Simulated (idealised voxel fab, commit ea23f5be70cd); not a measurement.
process module | voxel released beams
cross-section cut | 295 nm wide | cells 5 nm
A cross-section is a grid of square cells, given in bands from the top down. A band is one or more rows of cells.
Each band's line starts with the height of the band's top and of its bottom, in nm. Then come its materials from left to right, each with its width in nm. One material with "throughout" fills the band from edge to edge. "air" is empty space.
Height 0 is the level under which the wafer as received is all one material. The lowest band goes on downwards, as in "0 down".
A width such as "30 to 40" changes by the same amount from each row of cells to the next, from the band's top row to its bottom row.
"no change" after a step means that no cell of the cross-section changed.
closed voids: empty space of 8 cells or more with no open way to the top, each as width x height at its distance from the left edge, in nm
after a step's settings: what the simulator itself notes on the step
overlay nm, on a step with a mask: how far to the right of its planned place the mask lay; to the left if negative
plan
1 op RECEIVE | material Si
2 op CONFORMAL_DEP | material Al2O3 | thk nm 5
3 op DIRECTIONAL_DEP | material SiO2 | thk nm 15
4 op DIRECTIONAL_DEP | material aC | thk nm 15
5 op PATTERN | tone open | mask id ANCHOR | material resist | width nm 40 | thk nm 35 | overlay nm 0
6 op DIRECTIONAL_ETCH | etch materials aC | depth nm 15
7 op STRIP | etch materials resist
8 op DIRECTIONAL_ETCH | etch materials SiO2 | depth nm 15
9 op STRIP | etch materials aC
10 op CONFORMAL_DEP | material SiN | thk nm 15
11 op DIRECTIONAL_DEP | material aC | thk nm 15
12 op PATTERN | tone cover | mask id BEAM | material resist | width nm 95 | thk nm 30 | overlay nm 0
13 op DIRECTIONAL_ETCH | etch materials aC | depth nm 15
14 op STRIP | etch materials resist
15 op DIRECTIONAL_ETCH | etch materials SiN | depth nm 15
16 op STRIP | etch materials aC
17 op STRIP | etch materials SiO2
as received, after step 1
  0 down: Si throughout
  closed voids: none
a wafer at the end: this start, this plan, one mistake
  35 to 20: air 85 | SiN 30 | air 10 | SiN 55 | air 115
  20 to 5: air 100 | SiN 40 | air 155
  5 to 0: Al2O3 throughout
  0 down: Si throughout
  closed voids: none
what went wrong: step 12 ran as: op PATTERN | tone cover | mask id BEAM | material resist | width nm 95 | thk nm 30 | overlay nm -10
